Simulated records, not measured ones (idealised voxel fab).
The name of this process module is voxel fin reveal.
The figure presents cross-section cut, which has a width of 250 nm and is divided into square cells with an edge length of 5 nm.
Notation: cross-section as square-cell grid; stated in bands, top first, going down; one or more cell rows per band. Within each band entry, the heights of the top and of the bottom of the band appear first, in that order and in nm; the materials of the band then follow from left to right, each with its corresponding width in nm. The designation "all across" on a single material indicates that it fills the band from edge to edge; the designation "air" indicates empty space. Beneath 0, the wafer as received is one material, and that level is where height counting begins. The lowest band goes on downward without a bottom; it is written like "0 and below". Read "30->40" as a graded width: first number on top, second number at the bottom, same change between each pair of neighbouring rows. "nothing altered", as given for a step, is the statement that not any cell of the cross-section underwent a change during that step. Closed-off voids of 8+ cells (no open route to the top) go in "Non-vented voids", written width x height at distance from the left edge, in nm. Formally, on a step line, whatever follows the settings is a remark that the simulator itself makes on the step. A step line may carry the setting "overlay nm", which, for steps involving a mask, states the distance by which the mask lay to the right of its intended position; negative values denote displacement to the left.

**Planned process steps**
1. RECEIVE | material Si
2. CONFORMAL_DEP | material SiN | thk nm 5
3. DIRECTIONAL_DEP | material aC | thk nm 15
4. PATTERN | tone cover | mask id FINS | material resist | width nm 15 | pitch nm 35 | thk nm 30 | overlay nm 0
5. DIRECTIONAL_ETCH | etch materials aC | depth nm 15
6. STRIP | etch materials resist
7. DIRECTIONAL_ETCH | etch materials SiN | depth nm 5
8. DIRECTIONAL_ETCH | etch materials Si | depth nm 35
9. STRIP | etch materials aC
10. OXIDIZE | depth nm 5
11. FILL_DEP | material SiO2 | thk nm 5
12. CMP | height nm 5
13. SELECTIVE_ETCH | etch materials SiO2 | depth nm 20
14. STRIP | etch materials SiN
15. CONFORMAL_DEP | material SiO2 | thk nm 5

**Cross-section of the wafer as it came to us, i.e., already through step 1**
	0 and below | Si all across
	Non-vented voids: none

**The first of the two wafers as seen in cross-section once the module was finished; processing followed the plan**
	5 down to 0 | air 100, SiO2 15, air 20, SiO2 15, air 100
	0 down to -10 | air 100, SiO2 5, Si 5, SiO2 5, air 20, SiO2 5, Si 5, SiO2 5, air 100
	-10 down to -40 | SiO2 105, Si 5, SiO2 30, Si 5, SiO2 105
	-40 and below | Si all across
	Non-vented voids: none

**So this is wafer number two of the two, cut at the end of the module - it started where the first did and had the same plan, we just got one thing wrong running it**
	5 down to 0 | air 100, SiO2 15, air 20, SiO2 15, air 100
	0 down to -10 | air 100, SiO2 5, Si 5, SiO2 5, air 20, SiO2 5, Si 5, SiO2 5, air 100
	-10 down to -30 | SiO2 105, Si 5, SiO2 30, Si 5, SiO2 105
	-30 and below | Si all across
	Non-vented voids: none
Against the plan, the run slipped here: so step 8 ended up running with a different setting than we planned, it ran as DIRECTIONAL_ETCH | etch materials Si | depth nm 25
Materials where the second wafer ends with more or fewer cells than the first: Si: 96 more; SiO2: 96 fewer
